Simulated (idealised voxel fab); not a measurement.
Process module name: voxel lift off
Each square cell in cross-section cut measures 5 nm, and the section as a whole is 140 nm wide.
The cross-sections in this document take the form of a grid made of square cells. They are written out as bands, in order from top to bottom. Each band consists of one or more rows of cells.
It is stipulated that each band's entry specify, in nanometres, the height of the top of the band and then that of its bottom, followed by the materials of the band in left-to-right sequence, each together with its width in nanometres. A single material marked by the word "full width" is understood to fill the band from edge to edge; the word "empty" is understood to denote empty space.
Height is counted from the level 0, under which the received wafer is composed throughout of one material. The lowest of the bands is not closed at the bottom but continues downward, in the notation "z 0 and below".
The width entry "30->40" should be interpreted row by row: the top row of cells in the band takes the first number, the bottom row takes the second number, and the change between adjacent rows is uniform throughout.
Given "stayed the same" for a step, no cell of the cross-section differs between before and after that step.
Closed empty spaces (no open way to the top) of 8 cells or more are what "Cavities, closed" lists, each as width x height at distance from the left edge, nm for all three.
Step line, after settings: the simulator's comment on this step.
overlay nm: mask right of planned place by this much (step with mask). Neg. = left.
[This section lists the process steps that were planned]
- 1: RECEIVE | material Si
- 2: CONFORMAL_DEP | material Al2O3 | thk nm 10
- 3: PATTERN | tone open | mask id LINES | material resist | width nm 20 | pitch nm 35 | thk nm 25 | overlay nm 0
- 4: DIRECTIONAL_DEP | material Ru | thk nm 10
- 5: STRIP | etch materials resist
- 6: CONFORMAL_DEP | material SiCN | thk nm 10
[Shown in cross-section is the wafer as received, that is, as it stands after step 1]
* z 0 and below  Si full width
* Cavities, closed: none
[The cross-section shown corresponds to the wafer at the conclusion of the module. The initial structure and the process plan are those presented above; however, one mistake occurred in executing the plan]
* z 30 to 20  SiCN full width
* z 20 to 10  Ru=40, then SiCN=20, then Ru=15, then SiCN=20, then Ru=45
* z 10 to 0  Al2O3 full width
* z 0 and below  Si full width
* Cavities, closed: none
Nonconformance to the process plan: the process deviated at step 3: the operation and settings actually run there were PATTERN | tone cover | mask id LINES | material resist | width nm 20 | pitch nm 35 | thk nm 25 | overlay nm 0
